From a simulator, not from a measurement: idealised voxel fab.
Module name: voxel gate over fins (process module)
Pictured: cross-section cut, 250 nm wide, on a grid of 5 nm square cells.
Just so we're on the same page, the cross-sections are grids of square cells, and they're listed out in bands top to bottom, each band one or more rows deep.
Quick guide to a band line: top height, bottom height (nm) up front; then every material left to right with its width in nm. Only one material and it's marked "throughout"? Then it fills the band edge to edge. And "air" just means empty space.
For the purposes of this specification, 0 denotes the height below which the wafer in its as-received condition is composed wholly of one material, and the lowermost band, lacking a lower limit, extends downward without end, as expressed in "0 down".
With a width like "30->40", each row of cells in the band differs from the next by the same amount, the top row carrying the first number and the bottom row the second.
What does "remained unchanged" mean for a step? It means no cell of the cross-section changed in that step.
Listed in "Closed-off voids": every empty space of 8 or more cells without an open way to the top. Form: width x height at distance, the distance being from the left edge, all in nm.
That trailing text on a step's line, after the settings, is the simulator's own remark on the step.
overlay nm: for a step with a mask, the amount by which the mask lay right of where it was planned; a negative amount means left of it.

LISTED BELOW ARE THE PROCESS STEPS AS PLANNED
1 RECEIVE with material Si
2 CONFORMAL_DEP with material SiN, thk nm 10
3 PATTERN with tone cover, mask id FINS, material resist, width nm 15, pitch nm 60, thk nm 20, overlay nm 0
4 DIRECTIONAL_ETCH with etch materials SiN, depth nm 10
5 DIRECTIONAL_ETCH with etch materials Si, depth nm 40
6 STRIP with etch materials resist
7 OXIDIZE with depth nm 5
8 FILL_DEP with material SiO2, thk nm 5
9 CMP with height nm 10
10 MASKED_ETCH with tone open, mask id RAIL, width nm 15, etch materials SiO2, depth nm 45, overlay nm 0
11 CONFORMAL_DEP with material TiN, thk nm 5
12 FILL_DEP with material Ru, thk nm 10
13 CMP with height nm 10
14 SELECTIVE_ETCH with etch materials W Ru TiN, depth nm 25
15 FILL_DEP with material SiO2, thk nm 5
16 CMP with height nm 10
17 SELECTIVE_ETCH with etch materials SiO2, depth nm 20
18 STRIP with etch materials SiN
19 CONFORMAL_DEP with material HfO2, thk nm 5
20 CONFORMAL_DEP with material TiN, thk nm 5
21 CONFORMAL_DEP with material TiAl, thk nm 5
22 CONFORMAL_DEP with material TiN, thk nm 5
23 FILL_DEP with material W, thk nm 10
24 CMP with height nm 25
25 CONFORMAL_DEP with material SiCN, thk nm 10

FIRST OF TWO WAFERS - AS PLANNED

SO THIS IS THE INCOMING WAFER IN CROSS-SECTION - IT'S ALREADY BEEN THROUGH STEP 1
    0 down = Si throughout
    Closed-off voids: none

STATE OF THE WAFER AFTER STEP 2, SHOWN IN CROSS-SECTION
    10 to 0 = SiN throughout
    Below a height of 0, the structure has not been altered.

STATE OF THE WAFER AFTER STEP 3, SHOWN IN CROSS-SECTION
    30 to 10 = air=25; resist=15; air=45; resist=15; air=45; resist=15; air=45; resist=15; air=30
    Below a height of 10, the structure has not been altered.

STATE OF THE WAFER AFTER STEP 4, SHOWN IN CROSS-SECTION
    30 to 10 = air=25; resist=15; air=45; resist=15; air=45; resist=15; air=45; resist=15; air=30
    10 to 0 = air=25; SiN=15; air=45; SiN=15; air=45; SiN=15; air=45; SiN=15; air=30
    Below a height of 0, the structure has not been altered.

STATE OF THE WAFER AFTER STEP 5, SHOWN IN CROSS-SECTION
    30 to 10 = air=25; resist=15; air=45; resist=15; air=45; resist=15; air=45; resist=15; air=30
    10 to 0 = air=25; SiN=15; air=45; SiN=15; air=45; SiN=15; air=45; SiN=15; air=30
    0 to -40 = air=25; Si=15; air=45; Si=15; air=45; Si=15; air=45; Si=15; air=30
    Below a height of -40, the structure has not been altered.

STATE OF THE WAFER AFTER STEP 6, SHOWN IN CROSS-SECTION
    10 to 0 = air=25; SiN=15; air=45; SiN=15; air=45; SiN=15; air=45; SiN=15; air=30
    Below a height of 0, the structure has not been altered.

STATE OF THE WAFER AFTER STEP 7, SHOWN IN CROSS-SECTION
    10 to 0 = air=25; SiN=15; air=45; SiN=15; air=45; SiN=15; air=45; SiN=15; air=30
    0 to -40 = air=25; SiO2=5; Si=5; SiO2=5; air=45; SiO2=5; Si=5; SiO2=5; air=45; SiO2=5; Si=5; SiO2=5; air=45; SiO2=5; Si=5; SiO2=5; air=30
    -40 to -45 = SiO2=30; Si=5; SiO2=55; Si=5; SiO2=55; Si=5; SiO2=55; Si=5; SiO2=35
    Below a height of -45, the structure has not been altered.

STATE OF THE WAFER AFTER STEP 8, SHOWN IN CROSS-SECTION
    15 to 10 = SiO2 throughout
    10 to 0 = SiO2=25; SiN=15; SiO2=45; SiN=15; SiO2=45; SiN=15; SiO2=45; SiN=15; SiO2=30
    0 to -45 = SiO2=30; Si=5; SiO2=55; Si=5; SiO2=55; Si=5; SiO2=55; Si=5; SiO2=35
    Below a height of -45, the structure has not been altered.

STATE OF THE WAFER AFTER STEP 9, SHOWN IN CROSS-SECTION
    10 to 0 = SiO2=25; SiN=15; SiO2=45; SiN=15; SiO2=45; SiN=15; SiO2=45; SiN=15; SiO2=30
    Below a height of 0, the structure has not been altered.

STATE OF THE WAFER AFTER STEP 10, SHOWN IN CROSS-SECTION
    10 to 0 = SiO2=25; SiN=15; SiO2=15; air=15; SiO2=15; SiN=15; SiO2=45; SiN=15; SiO2=45; SiN=15; SiO2=30
    0 to -35 = SiO2=30; Si=5; SiO2=20; air=15; SiO2=20; Si=5; SiO2=55; Si=5; SiO2=55; Si=5; SiO2=35
    Below a height of -35, the structure has not been altered.

STATE OF THE WAFER AFTER STEP 11, SHOWN IN CROSS-SECTION
    15 to 10 = TiN=60; air=5; TiN=185
    10 to 0 = SiO2=25; SiN=15; SiO2=15; TiN=5; air=5; TiN=5; SiO2=15; SiN=15; SiO2=45; SiN=15; SiO2=45; SiN=15; SiO2=30
    0 to -30 = SiO2=30; Si=5; SiO2=20; TiN=5; air=5; TiN=5; SiO2=20; Si=5; SiO2=55; Si=5; SiO2=55; Si=5; SiO2=35
    -30 to -35 = SiO2=30; Si=5; SiO2=20; TiN=15; SiO2=20; Si=5; SiO2=55; Si=5; SiO2=55; Si=5; SiO2=35
    Below a height of -35, the structure has not been altered.

STATE OF THE WAFER AFTER STEP 12, SHOWN IN CROSS-SECTION
    25 to 15 = Ru throughout
    15 to 10 = TiN=60; Ru=5; TiN=185
    10 to 0 = SiO2=25; SiN=15; SiO2=15; TiN=5; Ru=5; TiN=5; SiO2=15; SiN=15; SiO2=45; SiN=15; SiO2=45; SiN=15; SiO2=30
    0 to -30 = SiO2=30; Si=5; SiO2=20; TiN=5; Ru=5; TiN=5; SiO2=20; Si=5; SiO2=55; Si=5; SiO2=55; Si=5; SiO2=35
    Below a height of -30, the structure has not been altered.

STATE OF THE WAFER AFTER STEP 13, SHOWN IN CROSS-SECTION
    10 to 0 = SiO2=25; SiN=15; SiO2=15; TiN=5; Ru=5; TiN=5; SiO2=15; SiN=15; SiO2=45; SiN=15; SiO2=45; SiN=15; SiO2=30
    Below a height of 0, the structure has not been altered.

STATE OF THE WAFER AFTER STEP 14, SHOWN IN CROSS-SECTION
    10 to 0 = SiO2=25; SiN=15; SiO2=15; air=15; SiO2=15; SiN=15; SiO2=45; SiN=15; SiO2=45; SiN=15; SiO2=30
    0 to -15 = SiO2=30; Si=5; SiO2=20; air=15; SiO2=20; Si=5; SiO2=55; Si=5; SiO2=55; Si=5; SiO2=35
    Below a height of -15, the structure has not been altered.

STATE OF THE WAFER AFTER STEP 15, SHOWN IN CROSS-SECTION
    15 to 10 = SiO2 throughout
    10 to 0 = SiO2=25; SiN=15; SiO2=45; SiN=15; SiO2=45; SiN=15; SiO2=45; SiN=15; SiO2=30
    0 to -15 = SiO2=30; Si=5; SiO2=55; Si=5; SiO2=55; Si=5; SiO2=55; Si=5; SiO2=35
    Below a height of -15, the structure has not been altered.

STATE OF THE WAFER AFTER STEP 16, SHOWN IN CROSS-SECTION
    10 to 0 = SiO2=25; SiN=15; SiO2=45; SiN=15; SiO2=45; SiN=15; SiO2=45; SiN=15; SiO2=30
    Below a height of 0, the structure has not been altered.

STATE OF THE WAFER AFTER STEP 17, SHOWN IN CROSS-SECTION
    10 to 0 = air=25; SiN=15; air=45; SiN=15; air=45; SiN=15; air=45; SiN=15; air=30
    0 to -10 = air=30; Si=5; air=55; Si=5; air=55; Si=5; air=55; Si=5; air=35
    Below a height of -10, the structure has not been altered.

STATE OF THE WAFER AFTER STEP 18, SHOWN IN CROSS-SECTION
    0 to -10 = air=30; Si=5; air=55; Si=5; air=55; Si=5; air=55; Si=5; air=35
    Below a height of -10, the structure has not been altered.

STATE OF THE WAFER AFTER STEP 19, SHOWN IN CROSS-SECTION
    5 to 0 = air=25; HfO2=15; air=45; HfO2=15; air=45; HfO2=15; air=45; HfO2=15; air=30
    0 to -5 = air=25; HfO2=5; Si=5; HfO2=5; air=45; HfO2=5; Si=5; HfO2=5; air=45; HfO2=5; Si=5; HfO2=5; air=45; HfO2=5; Si=5; HfO2=5; air=30
    -5 to -10 = HfO2=30; Si=5; HfO2=55; Si=5; HfO2=55; Si=5; HfO2=55; Si=5; HfO2=35
    Below a height of -10, the structure has not been altered.

STATE OF THE WAFER AFTER STEP 20, SHOWN IN CROSS-SECTION
    10 to 5 = air=20; TiN=25; air=35; TiN=25; air=35; TiN=25; air=35; TiN=25; air=25
    5 to 0 = air=20; TiN=5; HfO2=15; TiN=5; air=35; TiN=5; HfO2=15; TiN=5; air=35; TiN=5; HfO2=15; TiN=5; air=35; TiN=5; HfO2=15; TiN=5; air=25
    0 to -5 = TiN=25; HfO2=5; Si=5; HfO2=5; TiN=45; HfO2=5; Si=5; HfO2=5; TiN=45; HfO2=5; Si=5; HfO2=5; TiN=45; HfO2=5; Si=5; HfO2=5; TiN=30
    Below a height of -5, the structure has not been altered.

STATE OF THE WAFER AFTER STEP 21, SHOWN IN CROSS-SECTION
    15 to 10 = air=15; TiAl=35; air=25; TiAl=35; air=25; TiAl=35; air=25; TiAl=35; air=20
    10 to 5 = air=15; TiAl=5; TiN=25; TiAl=5; air=25; TiAl=5; TiN=25; TiAl=5; air=25; TiAl=5; TiN=25; TiAl=5; air=25; TiAl=5; TiN=25; TiAl=5; air=20
    5 to 0 = TiAl=20; TiN=5; HfO2=15; TiN=5; TiAl=35; TiN=5; HfO2=15; TiN=5; TiAl=35; TiN=5; HfO2=15; TiN=5; TiAl=35; TiN=5; HfO2=15; TiN=5; TiAl=25
    Below a height of 0, the structure has not been altered.

STATE OF THE WAFER AFTER STEP 22, SHOWN IN CROSS-SECTION
    20 to 15 = air=10; TiN=45; air=15; TiN=45; air=15; TiN=45; air=15; TiN=45; air=15
    15 to 10 = air=10; TiN=5; TiAl=35; TiN=5; air=15; TiN=5; TiAl=35; TiN=5; air=15; TiN=5; TiAl=35; TiN=5; air=15; TiN=5; TiAl=35; TiN=5; air=15
    10 to 5 = TiN=15; TiAl=5; TiN=25; TiAl=5; TiN=25; TiAl=5; TiN=25; TiAl=5; TiN=25; TiAl=5; TiN=25; TiAl=5; TiN=25; TiAl=5; TiN=25; TiAl=5; TiN=20
    Below a height of 5, the structure has not been altered.

STATE OF THE WAFER AFTER STEP 23, SHOWN IN CROSS-SECTION
    30 to 20 = W throughout
    20 to 15 = W=10; TiN=45; W=15; TiN=45; W=15; TiN=45; W=15; TiN=45; W=15
    15 to 10 = W=10; TiN=5; TiAl=35; TiN=5; W=15; TiN=5; TiAl=35; TiN=5; W=15; TiN=5; TiAl=35; TiN=5; W=15; TiN=5; TiAl=35; TiN=5; W=15
    Below a height of 10, the structure has not been altered.

STATE OF THE WAFER AFTER STEP 24, SHOWN IN CROSS-SECTION
    25 to 20 = W throughout
    Below a height of 20, the structure has not been altered.

STATE OF THE WAFER AFTER STEP 25, SHOWN IN CROSS-SECTION
    35 to 25 = SiCN throughout
    Below a height of 25, the structure has not been altered.

THE SECOND WAFER: IDENTICAL TO THE FIRST AT THE OUTSET AND IN ITS PLANNED SEQUENCE, DIFFERING ONLY IN THAT ONE MISTAKE WAS MADE DURING PROCESSING; UP TO AND INCLUDING STEP 10, ITS PATH IS THE FIRST WAFER'S PATH

CROSS-SECTION, SECOND WAFER, AT THE END TIME THE PLAN GIVES FOR STEP 11
    15 to 10 = SiCN=60; air=5; SiCN=185
    10 to 0 = SiO2=25; SiN=15; SiO2=15; SiCN=5; air=5; SiCN=5; SiO2=15; SiN=15; SiO2=45; SiN=15; SiO2=45; SiN=15; SiO2=30
    0 to -30 = SiO2=30; Si=5; SiO2=20; SiCN=5; air=5; SiCN=5; SiO2=20; Si=5; SiO2=55; Si=5; SiO2=55; Si=5; SiO2=35
    -30 to -35 = SiO2=30; Si=5; SiO2=20; SiCN=15; SiO2=20; Si=5; SiO2=55; Si=5; SiO2=55; Si=5; SiO2=35
    Below a height of -35, the structure has not been altered.

CROSS-SECTION, SECOND WAFER, AT THE END TIME THE PLAN GIVES FOR STEP 12
    25 to 15 = Ru throughout
    15 to 10 = SiCN=60; Ru=5; SiCN=185
    10 to 0 = SiO2=25; SiN=15; SiO2=15; SiCN=5; Ru=5; SiCN=5; SiO2=15; SiN=15; SiO2=45; SiN=15; SiO2=45; SiN=15; SiO2=30
    0 to -30 = SiO2=30; Si=5; SiO2=20; SiCN=5; Ru=5; SiCN=5; SiO2=20; Si=5; SiO2=55; Si=5; SiO2=55; Si=5; SiO2=35
    Below a height of -30, the structure has not been altered.

CROSS-SECTION, SECOND WAFER, AT THE END TIME THE PLAN GIVES FOR STEP 13
    10 to 0 = SiO2=25; SiN=15; SiO2=15; SiCN=5; Ru=5; SiCN=5; SiO2=15; SiN=15; SiO2=45; SiN=15; SiO2=45; SiN=15; SiO2=30
    Below a height of 0, the structure has not been altered.

CROSS-SECTION, SECOND WAFER, AT THE END TIME THE PLAN GIVES FOR STEP 14
    10 to 0 = SiO2=25; SiN=15; SiO2=15; SiCN=5; air=5; SiCN=5; SiO2=15; SiN=15; SiO2=45; SiN=15; SiO2=45; SiN=15; SiO2=30
    0 to -15 = SiO2=30; Si=5; SiO2=20; SiCN=5; air=5; SiCN=5; SiO2=20; Si=5; SiO2=55; Si=5; SiO2=55; Si=5; SiO2=35
    Below a height of -15, the structure has not been altered.

CROSS-SECTION, SECOND WAFER, AT THE END TIME THE PLAN GIVES FOR STEP 15
    15 to 10 = SiO2 throughout
    10 to 0 = SiO2=25; SiN=15; SiO2=15; SiCN=5; SiO2=5; SiCN=5; SiO2=15; SiN=15; SiO2=45; SiN=15; SiO2=45; SiN=15; SiO2=30
    0 to -15 = SiO2=30; Si=5; SiO2=20; SiCN=5; SiO2=5; SiCN=5; SiO2=20; Si=5; SiO2=55; Si=5; SiO2=55; Si=5; SiO2=35
    Below a height of -15, the structure has not been altered.

CROSS-SECTION, SECOND WAFER, AT THE END TIME THE PLAN GIVES FOR STEP 16
    10 to 0 = SiO2=25; SiN=15; SiO2=15; SiCN=5; SiO2=5; SiCN=5; SiO2=15; SiN=15; SiO2=45; SiN=15; SiO2=45; SiN=15; SiO2=30
    Below a height of 0, the structure has not been altered.

CROSS-SECTION, SECOND WAFER, AT THE END TIME THE PLAN GIVES FOR STEP 17
    10 to 0 = air=25; SiN=15; air=15; SiCN=5; air=5; SiCN=5; air=15; SiN=15; air=45; SiN=15; air=45; SiN=15; air=30
    0 to -10 = air=30; Si=5; air=20; SiCN=5; air=5; SiCN=5; air=20; Si=5; air=55; Si=5; air=55; Si=5; air=35
    Below a height of -10, the structure has not been altered.

CROSS-SECTION, SECOND WAFER, AT THE END TIME THE PLAN GIVES FOR STEP 18
    10 to 0 = air=55; SiCN=5; air=5; SiCN=5; air=180
    Below a height of 0, the structure has not been altered.

CROSS-SECTION, SECOND WAFER, AT THE END TIME THE PLAN GIVES FOR STEP 19
    15 to 10 = air=50; HfO2=25; air=175
    10 to 5 = air=50; HfO2=5; SiCN=5; HfO2=5; SiCN=5; HfO2=5; air=175
    5 to 0 = air=25; HfO2=15; air=10; HfO2=5; SiCN=5; HfO2=5; SiCN=5; HfO2=5; air=10; HfO2=15; air=45; HfO2=15; air=45; HfO2=15; air=30
    0 to -5 = air=25; HfO2=5; Si=5; HfO2=5; air=10; HfO2=5; SiCN=5; HfO2=5; SiCN=5; HfO2=5; air=10; HfO2=5; Si=5; HfO2=5; air=45; HfO2=5; Si=5; HfO2=5; air=45; HfO2=5; Si=5; HfO2=5; air=30
    -5 to -10 = HfO2=30; Si=5; HfO2=20; SiCN=5; HfO2=5; SiCN=5; HfO2=20; Si=5; HfO2=55; Si=5; HfO2=55; Si=5; HfO2=35
    Below a height of -10, the structure has not been altered.

CROSS-SECTION, SECOND WAFER, AT THE END TIME THE PLAN GIVES FOR STEP 20
    20 to 15 = air=45; TiN=35; air=170
    15 to 10 = air=45; TiN=5; HfO2=25; TiN=5; air=170
    10 to 5 = air=20; TiN=30; HfO2=5; SiCN=5; HfO2=5; SiCN=5; HfO2=5; TiN=30; air=35; TiN=25; air=35; TiN=25; air=25
    5 to 0 = air=20; TiN=5; HfO2=15; TiN=10; HfO2=5; SiCN=5; HfO2=5; SiCN=5; HfO2=5; TiN=10; HfO2=15; TiN=5; air=35; TiN=5; HfO2=15; TiN=5; air=35; TiN=5; HfO2=15; TiN=5; air=25
    0 to -5 = TiN=25; HfO2=5; Si=5; HfO2=5; TiN=10; HfO2=5; SiCN=5; HfO2=5; SiCN=5; HfO2=5; TiN=10; HfO2=5; Si=5; HfO2=5; TiN=45; HfO2=5; Si=5; HfO2=5; TiN=45; HfO2=5; Si=5; HfO2=5; TiN=30
    Below a height of -5, the structure has not been altered.

CROSS-SECTION, SECOND WAFER, AT THE END TIME THE PLAN GIVES FOR STEP 21
    25 to 20 = air=40; TiAl=45; air=165
    20 to 15 = air=40; TiAl=5; TiN=35; TiAl=5; air=165
    15 to 10 = air=15; TiAl=30; TiN=5; HfO2=25; TiN=5; TiAl=30; air=25; TiAl=35; air=25; TiAl=35; air=20
    10 to 5 = air=15; TiAl=5; TiN=30; HfO2=5; SiCN=5; HfO2=5; SiCN=5; HfO2=5; TiN=30; TiAl=5; air=25; TiAl=5; TiN=25; TiAl=5; air=25; TiAl=5; TiN=25; TiAl=5; air=20
    5 to 0 = TiAl=20; TiN=5; HfO2=15; TiN=10; HfO2=5; SiCN=5; HfO2=5; SiCN=5; HfO2=5; TiN=10; HfO2=15; TiN=5; TiAl=35; TiN=5; HfO2=15; TiN=5; TiAl=35; TiN=5; HfO2=15; TiN=5; TiAl=25
    Below a height of 0, the structure has not been altered.

CROSS-SECTION, SECOND WAFER, AT THE END TIME THE PLAN GIVES FOR STEP 22
    30 to 25 = air=35; TiN=55; air=160
    25 to 20 = air=35; TiN=5; TiAl=45; TiN=5; air=160
    20 to 15 = air=10; TiN=30; TiAl=5; TiN=35; TiAl=5; TiN=30; air=15; TiN=45; air=15; TiN=45; air=15
    15 to 10 = air=10; TiN=5; TiAl=30; TiN=5; HfO2=25; TiN=5; TiAl=30; TiN=5; air=15; TiN=5; TiAl=35; TiN=5; air=15; TiN=5; TiAl=35; TiN=5; air=15
    10 to 5 = TiN=15; TiAl=5; TiN=30; HfO2=5; SiCN=5; HfO2=5; SiCN=5; HfO2=5; TiN=30; TiAl=5; TiN=25; TiAl=5; TiN=25; TiAl=5; TiN=25; TiAl=5; TiN=25; TiAl=5; TiN=20
    Below a height of 5, the structure has not been altered.

CROSS-SECTION, SECOND WAFER, AT THE END TIME THE PLAN GIVES FOR STEP 23
    40 to 30 = W throughout
    30 to 25 = W=35; TiN=55; W=160
    25 to 20 = W=35; TiN=5; TiAl=45; TiN=5; W=160
    20 to 15 = W=10; TiN=30; TiAl=5; TiN=35; TiAl=5; TiN=30; W=15; TiN=45; W=15; TiN=45; W=15
    15 to 10 = W=10; TiN=5; TiAl=30; TiN=5; HfO2=25; TiN=5; TiAl=30; TiN=5; W=15; TiN=5; TiAl=35; TiN=5; W=15; TiN=5; TiAl=35; TiN=5; W=15
    Below a height of 10, the structure has not been altered.

CROSS-SECTION, SECOND WAFER, AT THE END TIME THE PLAN GIVES FOR STEP 24
    25 to 20 = W=35; TiN=5; TiAl=45; TiN=5; W=160
    Below a height of 20, the structure has not been altered.

CROSS-SECTION, SECOND WAFER, AT THE END TIME THE PLAN GIVES FOR STEP 25
    35 to 25 = SiCN throughout
    Below a height of 25, the structure has not been altered.
The mistake made against the process plan was this: step 11, actual vs plan mismatch, actual run CONFORMAL_DEP with material SiCN, thk nm 5
The final cell counts differ between the wafers, with the second having more or fewer of some materials than the first: 12 more of HfO2, 19 more of SiCN, 2 fewer of SiO2, 12 fewer of TiN, 17 fewer of W
